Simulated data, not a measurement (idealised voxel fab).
process module | voxel tone inversion
cross-section cut | 280 nm wide | cells 5 nm
A cross-section is a grid of square cells, given in bands from the top down. A band is one or more rows of cells.
Each band's line starts with the height of the band's top and of its bottom, in nm. Then come its materials from left to right, each with its width in nm. One material with "throughout" fills the band from edge to edge. "air" is empty space.
Height 0 is the level under which the wafer as received is all one material. The lowest band goes on downwards, as in "0 down".
A width such as "30 to 40" changes by the same amount from each row of cells to the next, from the band's top row to its bottom row.
"no change" after a step means that no cell of the cross-section changed.
closed voids: empty space of 8 cells or more with no open way to the top, each as width x height at its distance from the left edge, in nm
after a step's settings: what the simulator itself notes on the step
overlay nm, on a step with a mask: how far to the right of its planned place the mask lay; to the left if negative
plan
1 op RECEIVE | material Si
2 op CONFORMAL_DEP | material SiN | thk nm 10
3 op DIRECTIONAL_DEP | material aC | thk nm 20
4 op PATTERN | tone cover | mask id POSTS | material resist | width nm 20 | pitch nm 40 | thk nm 30 | overlay nm 0
5 op DIRECTIONAL_ETCH | etch materials aC | depth nm 20
6 op STRIP | etch materials resist
7 op FILL_DEP | material lowk | thk nm 5
8 op CMP | height nm 30
9 op STRIP | etch materials aC
10 op CONFORMAL_DEP | material TiN | thk nm 5
11 op FILL_DEP | material Ru | thk nm 5
12 op CMP | height nm 30
13 op CONFORMAL_DEP | material SiCN | thk nm 5
as received, after step 1
  0 down: Si throughout
  closed voids: none
first wafer at the end, as planned
  35 to 30: SiCN throughout
  30 to 15: lowk 90 | TiN 5 | Ru 10 | TiN 5 | lowk 20 | TiN 5 | Ru 10 | TiN 5 | lowk 20 | TiN 5 | Ru 10 | TiN 5 | lowk 90
  15 to 10: lowk 90 | TiN 20 | lowk 20 | TiN 20 | lowk 20 | TiN 20 | lowk 90
  10 to 0: SiN throughout
  0 down: Si throughout
  closed voids: none
second wafer at the end: like start, like plan, one mistake
  35 to 30: SiCN throughout
  30 to 15: lowk 95 | TiN 5 | Ru 10 | TiN 5 | lowk 20 | TiN 5 | Ru 10 | TiN 5 | lowk 20 | TiN 5 | Ru 10 | TiN 5 | lowk 85
  15 to 10: lowk 95 | TiN 20 | lowk 20 | TiN 20 | lowk 20 | TiN 20 | lowk 85
  10 to 0: SiN throughout
  0 down: Si throughout
  closed voids: none
what went wrong: step 4 ran as: op PATTERN | tone cover | mask id POSTS | material resist | width nm 20 | pitch nm 40 | thk nm 30 | overlay nm 5
at the end the second wafer has, in cells: as many of each material as the first, in other places
